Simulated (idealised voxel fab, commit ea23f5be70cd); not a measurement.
Process module, titled voxel lift off
The cross-section shown here is cut; it is 300 nm wide and divided into square cells measuring 5 nm on a side.
The cross-sections in this document take the form of a grid made of square cells. They are written out as bands, in order from top to bottom. Each band consists of one or more rows of cells. A band entry consists of two parts. The first gives the height of the band's top and the height of its bottom, in nm. The rest lists the band's materials from left to right, each with its width in nm. A single material labelled with the word "full width" fills the band from edge to edge, and the word "blank" marks empty space. Heights are measured from 0, the level below which the as-received wafer is all one material; the lowest band has no bottom and continues downward, written as in "0 nm and below". A width such as "30..40" changes by the same amount from each row of cells to the next, from the band's top row to its bottom row. No cell of the cross-section changed in a step that is given as "everything unchanged". If an empty space has no open way to the top and is at least 8 cells in size, "Encapsulated voids" lists it, written width x height at distance, where distance is measured from the left edge and every value is in nm. It should be noted that, on the line of a given step, the content following the step's settings is a remark produced by the simulator itself with respect to that step. Steps that use a mask can have "overlay nm" on their line. It says how far the mask sat to the right of where it was meant to be. Negative means to the left.

Plan
| 1 | RECEIVE | material Si |
| 2 | CONFORMAL_DEP | material SiN | thk nm 10 |
| 3 | PATTERN | tone open | mask id LINES | material resist | width nm 25 | pitch nm 45 | thk nm 15 | overlay nm 0 |
| 4 | DIRECTIONAL_DEP | material Ru | thk nm 5 |
| 5 | STRIP | etch materials resist |
| 6 | CONFORMAL_DEP | material SiCN | thk nm 5 |

Here's what the wafer looked like in cross-section when it arrived - that's after step 1
    0 nm and below = Si full width
    Encapsulated voids: none

Wafer cross-section at module end: first of two, run to plan
    20 nm to 15 nm = 65 nm blank / 35 nm SiCN / 10 nm blank / 35 nm SiCN / 10 nm blank / 35 nm SiCN / 10 nm blank / 35 nm SiCN / 65 nm blank
    15 nm to 10 nm = 70 nm SiCN / 25 nm Ru / 20 nm SiCN / 25 nm Ru / 20 nm SiCN / 25 nm Ru / 20 nm SiCN / 25 nm Ru / 70 nm SiCN
    10 nm to 0 nm = SiN full width
    0 nm and below = Si full width
    Encapsulated voids: none

Presented here is a cross-section of the second of the two wafers as it stood at the end of the module. It was started in the same manner and assigned the same plan as the first wafer; however, one mistake was made in its execution
    20 nm to 15 nm = 75 nm blank / 35 nm SiCN / 10 nm blank / 35 nm SiCN / 10 nm blank / 35 nm SiCN / 10 nm blank / 35 nm SiCN / 55 nm blank
    15 nm to 10 nm = 80 nm SiCN / 25 nm Ru / 20 nm SiCN / 25 nm Ru / 20 nm SiCN / 25 nm Ru / 20 nm SiCN / 25 nm Ru / 60 nm SiCN
    10 nm to 0 nm = SiN full width
    0 nm and below = Si full width
    Encapsulated voids: none
What broke from the plan during processing? off-plan run, step 3, actual operation and settings PATTERN | tone open | mask id LINES | material resist | width nm 25 | pitch nm 45 | thk nm 15 | overlay nm 10
If you tally the cells, the second wafer ends up with the same amount of every material as the first; it's all just sitting in different places.
